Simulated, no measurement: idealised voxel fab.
Name of the process module below: voxel trench capacitor
cross-section cut | 255 nm wide | cells 5 nm
Cross-sections here: square-cell grids, written as top-down lists of bands, a band being one or more rows of cells.
Heads up on the band format: heights come first, top then bottom, in nm. After that it's the materials left to right, each with its width in nm. A single material flagged "all across" fills the whole band edge to edge, and "blank" means there's empty space there.
Where do heights start? At 0: under that level the wafer as delivered is made of one material only. And the lowest band has no floor; it just carries on downward, as in "from 0 down".
You'd read "30->40" like this: the band's top row of cells is as wide as the first number, its bottom row is as wide as the second, and going down, every row changes width by the same amount as the row before did.
It should be understood that the words "no alterations made", when stated for a given step, signify that the cross-section underwent no change in any of its cells during that step.
Any empty space of 8 cells or more lacking an open way to the top shows up in "Enclosed void list" as width x height at distance, distance from the left edge, in nm.
Heads up: the bit after the settings on a step's line is the simulator's remark on that step.
"overlay nm" answers the question of how far to the right of plan the mask lay on a step that has a mask, and when it is negative the answer is to the left.
The following list gives the planned process steps
| 1 | RECEIVE: material Si |
| 2 | CONFORMAL_DEP: material SiN, thk nm 5 |
| 3 | DIRECTIONAL_DEP: material aC, thk nm 15 |
| 4 | PATTERN: tone open, mask id TRENCH, material resist, width nm 20, pitch nm 45, thk nm 30, overlay nm 0 |
| 5 | DIRECTIONAL_ETCH: etch materials aC, depth nm 15 |
| 6 | STRIP: etch materials resist |
| 7 | DIRECTIONAL_ETCH: etch materials SiN, depth nm 5 |
| 8 | DIRECTIONAL_ETCH: etch materials Si, depth nm 30 |
| 9 | STRIP: etch materials aC |
| 10 | CONFORMAL_DEP: material Al2O3, thk nm 5 |
| 11 | FILL_DEP: material polySi, thk nm 5 |
| 12 | CMP: height nm 5 |
Cross-section of the incoming wafer, state after step 1
from 0 down | Si all across
Enclosed void list: none
First of two wafers at the end of the module, shown in cross-section; run carried out as planned
from 5 to 0 | SiN=95, then Al2O3=5, then polySi=10, then Al2O3=5, then SiN=25, then Al2O3=5, then polySi=10, then Al2O3=5, then SiN=95
from 0 to -25 | Si=95, then Al2O3=5, then polySi=10, then Al2O3=5, then Si=25, then Al2O3=5, then polySi=10, then Al2O3=5, then Si=95
from -25 to -30 | Si=95, then Al2O3=20, then Si=25, then Al2O3=20, then Si=95
from -30 down | Si all across
Enclosed void list: none
Cross-section of the latter of the two wafers at module completion. It had an identical start and an identical plan to the former; in running it, one mistake was made
from 5 to 0 | SiN=105, then Al2O3=5, then polySi=10, then Al2O3=5, then SiN=25, then Al2O3=5, then polySi=10, then Al2O3=5, then SiN=85
from 0 to -25 | Si=105, then Al2O3=5, then polySi=10, then Al2O3=5, then Si=25, then Al2O3=5, then polySi=10, then Al2O3=5, then Si=85
from -25 to -30 | Si=105, then Al2O3=20, then Si=25, then Al2O3=20, then Si=85
from -30 down | Si all across
Enclosed void list: none
Nonconformance to the process plan: not per plan at step 4, really ran PATTERN: tone open, mask id TRENCH, material resist, width nm 20, pitch nm 45, thk nm 30, overlay nm 10
Cell counts per material: same on both final wafers. Positions: different.
